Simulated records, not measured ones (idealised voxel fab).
Process module, titled voxel quadruple lines
Section shown: cut. Width: 280 nm. Cell size: 5 nm, square.
This document writes a cross-section as a grid whose cells are square, and gives it as bands, listed from the top down; one or more rows of cells form a band.
It is stipulated that each band's entry specify, in nanometres, the height of the top of the band and then that of its bottom, followed by the materials of the band in left-to-right sequence, each together with its width in nanometres. A single material marked by the word "full width" is understood to fill the band from edge to edge; the word "air" is understood to denote empty space.
For the purposes of this specification, 0 denotes the height below which the wafer in its as-received condition is composed wholly of one material, and the lowermost band, lacking a lower limit, extends downward without end, as expressed in "from 0 down".
So if you see something like "30..40" for the width, read it as the top row of the band sitting at the first number and the bottom row at the second, with every row in between moving by the same amount as the last.
When a step is marked "remained the same", none of the cells in the cross-section changed during that step.
"Sealed internal voids": sealed empty spaces, 8 cells or more, no open way to top, listed width x height at distance, with distance from the left edge and width, height and distance in nm.
Text after the settings on a step's line: the simulator's own remark on that step.
The line of a step may include "overlay nm". On a step with a mask, this value is how far to the right of its planned place the mask lay. A negative value means the mask lay to the left.

plan:
| 1 | RECEIVE, material Si |
| 2 | CONFORMAL_DEP, material SiO2, thk nm 5 |
| 3 | DIRECTIONAL_DEP, material W, thk nm 15 |
| 4 | DIRECTIONAL_DEP, material polySi, thk nm 20 |
| 5 | DIRECTIONAL_DEP, material aC, thk nm 20 |
| 6 | PATTERN, tone cover, mask id MANDREL, material resist, width nm 25, thk nm 30, overlay nm 0 |
| 7 | DIRECTIONAL_ETCH, etch materials aC, depth nm 20 |
| 8 | STRIP, etch materials resist |
| 9 | CONFORMAL_DEP, material SiO2, thk nm 15 |
| 10 | DIRECTIONAL_ETCH, etch materials SiO2, depth nm 15 |
| 11 | STRIP, etch materials aC |
| 12 | DIRECTIONAL_ETCH, etch materials polySi, depth nm 20 |
| 13 | STRIP, etch materials SiO2 |
| 14 | CONFORMAL_DEP, material SiCN, thk nm 5 |
| 15 | DIRECTIONAL_ETCH, etch materials SiCN, depth nm 5 |
| 16 | STRIP, etch materials polySi |
| 17 | DIRECTIONAL_ETCH, etch materials W, depth nm 15 |
| 18 | STRIP, etch materials SiCN |

The following pertains to the first of two wafers, which was processed as planned:

Cross-section of the incoming wafer, state after step 1:
- from 0 down = Si full width
- Sealed internal voids: none

Wafer after step 2 (cross-section):
- from 5 to 0 = SiO2 full width
- Rest of section, below 0: as before.

Wafer after step 3 (cross-section):
- from 20 to 5 = W full width
- Rest of section, below 5: as before.

Wafer after step 4 (cross-section):
- from 40 to 20 = polySi full width
- Rest of section, below 20: as before.

Wafer after step 5 (cross-section):
- from 60 to 40 = aC full width
- Rest of section, below 40: as before.

Wafer after step 6 (cross-section):
- from 90 to 60 = 125 of air, then 25 of resist, then 130 of air
- Rest of section, below 60: as before.

Wafer after step 7 (cross-section):
- from 70 to 60 = 125 of air, then 25 of resist, then 130 of air
- from 60 to 40 = 125 of air, then 25 of aC, then 130 of air
- Rest of section, below 40: as before.

Wafer after step 8 (cross-section):
- from 60 to 40 = 125 of air, then 25 of aC, then 130 of air
- Rest of section, below 40: as before.

Wafer after step 9 (cross-section):
- from 75 to 60 = 110 of air, then 55 of SiO2, then 115 of air
- from 60 to 55 = 110 of air, then 15 of SiO2, then 25 of aC, then 15 of SiO2, then 115 of air
- from 55 to 40 = 125 of SiO2, then 25 of aC, then 130 of SiO2
- Rest of section, below 40: as before.

Wafer after step 10 (cross-section):
- from 60 to 40 = 110 of air, then 15 of SiO2, then 25 of aC, then 15 of SiO2, then 115 of air
- Rest of section, below 40: as before.

Wafer after step 11 (cross-section):
- from 60 to 40 = 110 of air, then 15 of SiO2, then 25 of air, then 15 of SiO2, then 115 of air
- Rest of section, below 40: as before.

Wafer after step 12 (cross-section):
- from 60 to 40 = 110 of air, then 15 of SiO2, then 25 of air, then 15 of SiO2, then 115 of air
- from 40 to 20 = 110 of air, then 15 of polySi, then 25 of air, then 15 of polySi, then 115 of air
- Rest of section, below 20: as before.

Wafer after step 13 (cross-section):
- from 40 to 20 = 110 of air, then 15 of polySi, then 25 of air, then 15 of polySi, then 115 of air
- Rest of section, below 20: as before.

Wafer after step 14 (cross-section):
- from 45 to 40 = 105 of air, then 25 of SiCN, then 15 of air, then 25 of SiCN, then 110 of air
- from 40 to 25 = 105 of air, then 5 of SiCN, then 15 of polySi, then 5 of SiCN, then 15 of air, then 5 of SiCN, then 15 of polySi, then 5 of SiCN, then 110 of air
- from 25 to 20 = 110 of SiCN, then 15 of polySi, then 25 of SiCN, then 15 of polySi, then 115 of SiCN
- Rest of section, below 20: as before.

Wafer after step 15 (cross-section):
- from 40 to 20 = 105 of air, then 5 of SiCN, then 15 of polySi, then 5 of SiCN, then 15 of air, then 5 of SiCN, then 15 of polySi, then 5 of SiCN, then 110 of air
- Rest of section, below 20: as before.

Wafer after step 16 (cross-section):
- from 40 to 20 = 105 of air, then 5 of SiCN, then 15 of air, then 5 of SiCN, then 15 of air, then 5 of SiCN, then 15 of air, then 5 of SiCN, then 110 of air
- Rest of section, below 20: as before.

Wafer after step 17 (cross-section):
- from 40 to 20 = 105 of air, then 5 of SiCN, then 15 of air, then 5 of SiCN, then 15 of air, then 5 of SiCN, then 15 of air, then 5 of SiCN, then 110 of air
- from 20 to 5 = 105 of air, then 5 of W, then 15 of air, then 5 of W, then 15 of air, then 5 of W, then 15 of air, then 5 of W, then 110 of air
- Rest of section, below 5: as before.

Wafer after step 18 (cross-section):
- from 20 to 5 = 105 of air, then 5 of W, then 15 of air, then 5 of W, then 15 of air, then 5 of W, then 15 of air, then 5 of W, then 110 of air
- Rest of section, below 5: as before.

Second of two: same start, same plan, one run error; steps up to and including 5 match the first:

Cross-section, second wafer, at the end time the plan gives for step 6:
- from 90 to 60 = 115 of air, then 25 of resist, then 140 of air
- Rest of section, below 60: as before.

Cross-section, second wafer, at the end time the plan gives for step 7:
- from 70 to 60 = 115 of air, then 25 of resist, then 140 of air
- from 60 to 40 = 115 of air, then 25 of aC, then 140 of air
- Rest of section, below 40: as before.

Cross-section, second wafer, at the end time the plan gives for step 8:
- from 60 to 40 = 115 of air, then 25 of aC, then 140 of air
- Rest of section, below 40: as before.

Cross-section, second wafer, at the end time the plan gives for step 9:
- from 75 to 60 = 100 of air, then 55 of SiO2, then 125 of air
- from 60 to 55 = 100 of air, then 15 of SiO2, then 25 of aC, then 15 of SiO2, then 125 of air
- from 55 to 40 = 115 of SiO2, then 25 of aC, then 140 of SiO2
- Rest of section, below 40: as before.

Cross-section, second wafer, at the end time the plan gives for step 10:
- from 60 to 40 = 100 of air, then 15 of SiO2, then 25 of aC, then 15 of SiO2, then 125 of air
- Rest of section, below 40: as before.

Cross-section, second wafer, at the end time the plan gives for step 11:
- from 60 to 40 = 100 of air, then 15 of SiO2, then 25 of air, then 15 of SiO2, then 125 of air
- Rest of section, below 40: as before.

Cross-section, second wafer, at the end time the plan gives for step 12:
- from 60 to 40 = 100 of air, then 15 of SiO2, then 25 of air, then 15 of SiO2, then 125 of air
- from 40 to 20 = 100 of air, then 15 of polySi, then 25 of air, then 15 of polySi, then 125 of air
- Rest of section, below 20: as before.

Cross-section, second wafer, at the end time the plan gives for step 13:
- from 40 to 20 = 100 of air, then 15 of polySi, then 25 of air, then 15 of polySi, then 125 of air
- Rest of section, below 20: as before.

Cross-section, second wafer, at the end time the plan gives for step 14:
- from 45 to 40 = 95 of air, then 25 of SiCN, then 15 of air, then 25 of SiCN, then 120 of air
- from 40 to 25 = 95 of air, then 5 of SiCN, then 15 of polySi, then 5 of SiCN, then 15 of air, then 5 of SiCN, then 15 of polySi, then 5 of SiCN, then 120 of air
- from 25 to 20 = 100 of SiCN, then 15 of polySi, then 25 of SiCN, then 15 of polySi, then 125 of SiCN
- Rest of section, below 20: as before.

Cross-section, second wafer, at the end time the plan gives for step 15:
- from 40 to 20 = 95 of air, then 5 of SiCN, then 15 of polySi, then 5 of SiCN, then 15 of air, then 5 of SiCN, then 15 of polySi, then 5 of SiCN, then 120 of air
- Rest of section, below 20: as before.

Cross-section, second wafer, at the end time the plan gives for step 16:
- from 40 to 20 = 95 of air, then 5 of SiCN, then 15 of air, then 5 of SiCN, then 15 of air, then 5 of SiCN, then 15 of air, then 5 of SiCN, then 120 of air
- Rest of section, below 20: as before.

Cross-section, second wafer, at the end time the plan gives for step 17:
- from 40 to 20 = 95 of air, then 5 of SiCN, then 15 of air, then 5 of SiCN, then 15 of air, then 5 of SiCN, then 15 of air, then 5 of SiCN, then 120 of air
- from 20 to 5 = 95 of air, then 5 of W, then 15 of air, then 5 of W, then 15 of air, then 5 of W, then 15 of air, then 5 of W, then 120 of air
- Rest of section, below 5: as before.

Cross-section, second wafer, at the end time the plan gives for step 18:
- from 20 to 5 = 95 of air, then 5 of W, then 15 of air, then 5 of W, then 15 of air, then 5 of W, then 15 of air, then 5 of W, then 120 of air
- Rest of section, below 5: as before.
Error vs. plan: planned and actual differ for step 6; actual: PATTERN, tone cover, mask id MANDREL, material resist, width nm 25, thk nm 30, overlay nm -10
at the end the second wafer has, in cells: as many of each material as the first, in other places
